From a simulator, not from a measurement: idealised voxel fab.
process module | voxel double patterning
cross-section cut | 280 nm wide | cells 5 nm
A cross-section is a grid of square cells, given in bands from the top down. A band is one or more rows of cells.
Each band's line starts with the height of the band's top and of its bottom, in nm. Then come its materials from left to right, each with its width in nm. One material with "throughout" fills the band from edge to edge. "air" is empty space.
Height 0 is the level under which the wafer as received is all one material. The lowest band goes on downwards, as in "0 down".
A width such as "30 to 40" changes by the same amount from each row of cells to the next, from the band's top row to its bottom row.
"no change" after a step means that no cell of the cross-section changed.
closed voids: empty space of 8 cells or more with no open way to the top, each as width x height at its distance from the left edge, in nm
after a step's settings: what the simulator itself notes on the step
overlay nm, on a step with a mask: how far to the right of its planned place the mask lay; to the left if negative
plan
1 op RECEIVE | material Si
2 op CONFORMAL_DEP | material SiN | thk nm 10
3 op DIRECTIONAL_DEP | material SiO2 | thk nm 20
4 op DIRECTIONAL_DEP | material SiCN | thk nm 10
5 op MASKED_ETCH | tone open | mask id FIRST | width nm 15 | pitch nm 50 | etch materials SiCN | depth nm 10 | overlay nm 0
6 op MASKED_ETCH | tone open | mask id SECOND | width nm 15 | pitch nm 50 | etch materials SiCN | depth nm 10 | overlay nm 0
7 op DIRECTIONAL_ETCH | etch materials SiO2 | depth nm 20
8 op STRIP | etch materials SiCN
as received, after step 1
  0 down: Si throughout
  closed voids: none
a wafer at the end: this start, this plan, one mistake
  30 to 0: SiN throughout
  0 down: Si throughout
  closed voids: none
what went wrong: step 3 ran as: op DIRECTIONAL_DEP | material SiN | thk nm 20
